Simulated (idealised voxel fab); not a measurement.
Process module, titled voxel capacitor over wiring
Shown is cross-section cut, with a width of 275 nm and square cells of size 5 nm.
This document writes a cross-section as a grid whose cells are square, and gives it as bands, listed from the top down; one or more rows of cells form a band. First you get the band's top height and its bottom height, in nm, and then the materials it's made of, left to right, with each width in nm. If you see a single material with "all across", that one covers the band edge to edge. "blank" is empty space. Height 0 is the level under which the wafer as received is all one material. The lowest band goes on downwards, as in "top 0, no bottom". Per-row width for "30->40": begins at first number (top row of band), ends at second number (bottom row), increment between rows held constant. "no alteration" (step): cross-section cells unchanged, all of them. "Enclosed internal cavities" lists enclosed empty spaces (at least 8 cells, no open path upward to the top), each as width x height at distance from the left edge, in nm. Where a step's line continues beyond its settings, the continuation is a remark by the simulator itself on that step. The "overlay nm" setting may appear on a step's line; for a step that uses a mask, it gives how far to the right of its planned position the mask lay, and a negative value indicates the left.
# List of planned process steps
step 1: RECEIVE, material Si
step 2: CONFORMAL_DEP, material SiO2, thk nm 15
step 3: DIRECTIONAL_DEP, material TiN, thk nm 5
step 4: DIRECTIONAL_DEP, material Ru, thk nm 20
step 5: MASKED_ETCH, tone cover, mask id METAL_1, width nm 20, pitch nm 90, etch materials Ru, depth nm 20, overlay nm 0
step 6: MASKED_ETCH, tone cover, mask id METAL_1, width nm 15, pitch nm 90, etch materials TiN, depth nm 5, overlay nm 0
step 7: FILL_DEP, material SiO2, thk nm 5
step 8: CMP, height nm 40
step 9: CONFORMAL_DEP, material SiCN, thk nm 5
step 10: DIRECTIONAL_DEP, material lowk, thk nm 20
step 11: PATTERN, tone open, mask id PLUG_1, material resist, width nm 15, thk nm 20, overlay nm 0
step 12: DIRECTIONAL_ETCH, etch materials lowk, depth nm 20
step 13: DIRECTIONAL_ETCH, etch materials SiCN, depth nm 5
step 14: STRIP, etch materials resist
step 15: CONFORMAL_DEP, material TiN, thk nm 5
step 16: FILL_DEP, material Cu, thk nm 10
step 17: CMP, height nm 65
step 18: DIRECTIONAL_DEP, material TiN, thk nm 10
step 19: DIRECTIONAL_DEP, material SiN, thk nm 5
step 20: DIRECTIONAL_DEP, material TiN, thk nm 5
step 21: MASKED_ETCH, tone cover, mask id UPPER_PLATE, width nm 75, etch materials TiN, depth nm 5, overlay nm 0
step 22: MASKED_ETCH, tone cover, mask id UPPER_PLATE, width nm 75, etch materials SiN, depth nm 5, overlay nm 0
step 23: MASKED_ETCH, tone cover, mask id LOWER_PLATE, width nm 85, etch materials TiN, depth nm 10, overlay nm 0
step 24: FILL_DEP, material SiO2, thk nm 15
step 25: CMP, height nm 95
step 26: PATTERN, tone open, mask id PLUG_2, material resist, width nm 15, thk nm 20, overlay nm 0
step 27: DIRECTIONAL_ETCH, etch materials SiO2, depth nm 10
step 28: STRIP, etch materials resist
step 29: CONFORMAL_DEP, material TiN, thk nm 5
step 30: FILL_DEP, material W, thk nm 5
step 31: CMP, height nm 95
step 32: CONFORMAL_DEP, material SiCN, thk nm 5
For clarity, it should be stated that the wafers under discussion commence in an identical condition and differ with respect to the width nm of step 6, the plan indicating the value that the first wafer had.
# Received wafers, first of several: cross-section after step 1
	top 0, no bottom | Si all across
	Enclosed internal cavities: none
# The following table contains a row per wafer, in which are reported, at the conclusion of the module, the cells of each material gained (+) or lost (-) since the wafer's receipt, with its closed voids given thereafter
width nm 15, +4 Cu, +32 Ru, +107 SiCN, +15 SiN, +660 SiO2, +73 TiN, +1 W, +208 lowk, Enclosed internal cavities: none
width nm 20, +4 Cu, +32 Ru, +107 SiCN, +15 SiN, +660 SiO2, +73 TiN, +1 W, +208 lowk, Enclosed internal cavities: none
width nm 25, +4 Cu, +32 Ru, +107 SiCN, +15 SiN, +658 SiO2, +75 TiN, +1 W, +208 lowk, Enclosed internal cavities: none
width nm 30, +4 Cu, +32 Ru, +107 SiCN, +15 SiN, +656 SiO2, +77 TiN, +1 W, +208 lowk, Enclosed internal cavities: none
width nm 35, +4 Cu, +32 Ru, +107 SiCN, +15 SiN, +654 SiO2, +79 TiN, +1 W, +208 lowk, Enclosed internal cavities: none
